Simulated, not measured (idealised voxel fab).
The following process module bears the name voxel capacitor over wiring.
The figure presents cross-section cut, which has a width of 145 nm and is divided into square cells with an edge length of 5 nm.
When this document writes out a cross-section, it uses a grid of square cells and lists it as bands, beginning at the top and moving down, with a band standing for one or more rows of cells. Heads up on the band format: heights come first, top then bottom, in nm. After that it's the materials left to right, each with its width in nm. A single material flagged "all across" fills the whole band edge to edge, and "blank" means there's empty space there. All heights in this document are referenced to 0, defined as the level beneath which the wafer, as received, consists entirely of one material. The lowest band is not bounded below; it extends indefinitely downward and is written in the form "from 0 down". Width "30..40": first value at the band's top row of cells, second value at its bottom row, equal change from row to row. No cell of the cross-section changed in a step that is given as "all unchanged". Any empty space of 8 cells or more lacking an open way to the top shows up in "Unvented voids" as width x height at distance, distance from the left edge, in nm. On a step's line, text after the settings is the simulator commenting on that step. overlay nm: right-of-plan distance of the mask on a masked step; negative values mean left-of-plan.
# Steps in the process plan
1,RECEIVE (material Si)
2,CONFORMAL_DEP (material SiO2; thk nm 15)
3,CONFORMAL_DEP (material SiN; thk nm 5)
4,DIRECTIONAL_DEP (material SiO2; thk nm 20)
5,DIRECTIONAL_DEP (material aC; thk nm 10)
6,PATTERN (tone open; mask id METAL_1; material resist; width nm 20; pitch nm 90; thk nm 30; overlay nm 0)
7,DIRECTIONAL_ETCH (etch materials aC; depth nm 10)
8,STRIP (etch materials resist)
9,DIRECTIONAL_ETCH (etch materials SiO2; depth nm 20)
10,DIRECTIONAL_ETCH (etch materials SiN; depth nm 5)
11,STRIP (etch materials aC)
12,CONFORMAL_DEP (material TiN; thk nm 5)
13,FILL_DEP (material Cu; thk nm 10)
14,CMP (height nm 40)
15,CONFORMAL_DEP (material SiCN; thk nm 5)
16,DIRECTIONAL_DEP (material lowk; thk nm 15)
17,DIRECTIONAL_DEP (material aC; thk nm 15)
18,PATTERN (tone open; mask id PLUG_1; material resist; width nm 15; thk nm 35; overlay nm 0)
19,DIRECTIONAL_ETCH (etch materials aC; depth nm 15)
20,STRIP (etch materials resist)
21,DIRECTIONAL_ETCH (etch materials lowk; depth nm 15)
22,DIRECTIONAL_ETCH (etch materials SiCN; depth nm 5)
23,STRIP (etch materials aC)
24,CONFORMAL_DEP (material TiN; thk nm 5)
25,FILL_DEP (material Cu; thk nm 5)
26,CMP (height nm 60)
27,DIRECTIONAL_DEP (material TiN; thk nm 5)
28,DIRECTIONAL_DEP (material SiN; thk nm 5)
29,DIRECTIONAL_DEP (material TiN; thk nm 5)
30,DIRECTIONAL_DEP (material aC; thk nm 10)
31,PATTERN (tone cover; mask id UPPER_PLATE; material resist; width nm 75; thk nm 30; overlay nm 0)
32,DIRECTIONAL_ETCH (etch materials aC; depth nm 10)
33,STRIP (etch materials resist)
34,DIRECTIONAL_ETCH (etch materials TiN; depth nm 5)
35,DIRECTIONAL_ETCH (etch materials SiN; depth nm 5)
36,STRIP (etch materials aC)
37,PATTERN (tone cover; mask id LOWER_PLATE; material resist; width nm 85; thk nm 15; overlay nm 0)
38,DIRECTIONAL_ETCH (etch materials TiN; depth nm 5)
39,STRIP (etch materials resist)
40,FILL_DEP (material SiO2; thk nm 20)
41,CMP (height nm 90)
42,PATTERN (tone open; mask id PLUG_2; material resist; width nm 15; thk nm 15; overlay nm 0)
43,DIRECTIONAL_ETCH (etch materials SiO2; depth nm 15)
44,STRIP (etch materials resist)
45,CONFORMAL_DEP (material TiN; thk nm 5)
46,FILL_DEP (material Ru; thk nm 10)
47,CMP (height nm 90)
48,CONFORMAL_DEP (material SiN; thk nm 5)
# Received-state cross-section, reflecting completion of step 1
- from 0 down = Si all across
- Unvented voids: none
# Result of the module, cross-sectioned: start per above, plan per above, one error in how it was run
- from 95 to 90 = SiN all across
- from 90 to 80 = 30 SiO2, 5 TiN, 5 Ru, 5 TiN, 100 SiO2
- from 80 to 70 = 30..20 SiO2, 15..75 TiN, 100..50 SiO2
- from 70 to 65 = 20 SiO2, 75 SiN, 50 SiO2
- from 65 to 60 = 15 SiO2, 85 TiN, 45 SiO2
- from 60 to 45 = 20 lowk, 5 TiN, 5 Cu, 5 TiN, 110 lowk
- from 45 to 40 = 20 SiCN, 15 TiN, 110 SiCN
- from 40 to 30 = 15 SiO2, 5 TiN, 10 Cu, 5 TiN, 70 SiO2, 5 TiN, 10 Cu, 5 TiN, 20 SiO2
- from 30 to 25 = 15 SiN, 20 TiN, 70 SiN, 20 TiN, 20 SiN
- from 25 to 0 = SiO2 all across
- from 0 down = Si all across
- Unvented voids: none
Deviation from plan: step 2 was not run as planned; what actually ran was CONFORMAL_DEP (material SiO2; thk nm 25)
